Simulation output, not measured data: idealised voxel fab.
Presented below is a process module, voxel gate over fins.
We display cut, a cross-section 225 nm in width whose square cells are each 5 nm.
Cross-section format: a grid of square cells, given as bands from top to bottom; each band is one or more rows of cells. Top height, bottom height, nm. Materials left to right, width each, nm. Single material + "edge to edge" = fills band edge to edge. "empty" = empty. Convention: height 0 is the level below which the wafer, as received, is all one material. The lowest band does not terminate at the bottom but continues downward, represented as "from 0 down". The notation "30..40" denotes a width that varies across the rows of cells in the band, beginning at the first number in the top row, finishing at the second number in the bottom row, and changing by an identical amount from each row to the next. The designation "remained unchanged", where it is given for a processing step, indicates that no cell of the cross-section was altered in the course of that step. Empty spaces counting at least 8 cells and having no open way to the top are listed in "Fully sealed cavities". The notation width x height at distance is used for each, the distance being from the left edge and all three values in nm. What comes after the settings on a step's line is commentary from the simulator itself on that step. Among the settings permitted on a step's line is "overlay nm"; applied to a step with a mask, it specifies the extent to which the mask lay to the right of its planned position, whereas a negative figure signifies a position to the left.

STEPS PLANNED FOR THE PROCESS
1. RECEIVE | material Si
2. CONFORMAL_DEP | material SiN | thk nm 10
3. PATTERN | tone cover | mask id FINS | material resist | width nm 15 | pitch nm 45 | thk nm 15 | overlay nm 0
4. DIRECTIONAL_ETCH | etch materials SiN | depth nm 10
5. DIRECTIONAL_ETCH | etch materials Si | depth nm 30
6. STRIP | etch materials resist
7. OXIDIZE | depth nm 5
8. FILL_DEP | material SiO2 | thk nm 5
9. CMP | height nm 10
10. SELECTIVE_ETCH | etch materials SiO2 | depth nm 25
11. STRIP | etch materials SiN
12. CONFORMAL_DEP | material HfO2 | thk nm 5
13. CONFORMAL_DEP | material TiN | thk nm 5
14. CONFORMAL_DEP | material TiAl | thk nm 5
15. CONFORMAL_DEP | material TiN | thk nm 5
16. FILL_DEP | material W | thk nm 10
17. CMP | height nm 25
18. CONFORMAL_DEP | material SiCN | thk nm 5

CROSS-SECTION OF THE INCOMING WAFER, STATE AFTER STEP 1
	from 0 down = Si edge to edge
	Fully sealed cavities: none

FINAL WAFER PROFILE IN CROSS-SECTION AFTER THE MODULE, FROM THE SAME START AND PLAN AS ABOVE, WITH ONE MISTAKE MADE DURING PROCESSING
	from 30 to 25 = SiCN edge to edge
	from 25 to 20 = W edge to edge
	from 20 to 15 = 65 of W, then 90 of TiN, then 70 of W
	from 15 to 5 = 65 of W, then 5 of TiN, then 35 of TiAl, then 10 of TiN, then 35 of TiAl, then 5 of TiN, then 70 of W
	from 5 to 0 = 70 of TiN, then 10 of TiAl, then 15 of HfO2, then 10 of TiAl, then 10 of TiN, then 10 of TiAl, then 15 of HfO2, then 10 of TiAl, then 75 of TiN
	from 0 to -10 = 80 of TiAl, then 5 of HfO2, then 5 of Si, then 5 of HfO2, then 30 of TiAl, then 5 of HfO2, then 5 of Si, then 5 of HfO2, then 85 of TiAl
	from -10 to -15 = 85 of HfO2, then 5 of Si, then 40 of HfO2, then 5 of Si, then 90 of HfO2
	from -15 to -35 = 85 of SiO2, then 5 of Si, then 40 of SiO2, then 5 of Si, then 90 of SiO2
	from -35 down = Si edge to edge
	Fully sealed cavities: none
What was the processing mistake? step 13 off recipe, ran as CONFORMAL_DEP | material TiAl | thk nm 5
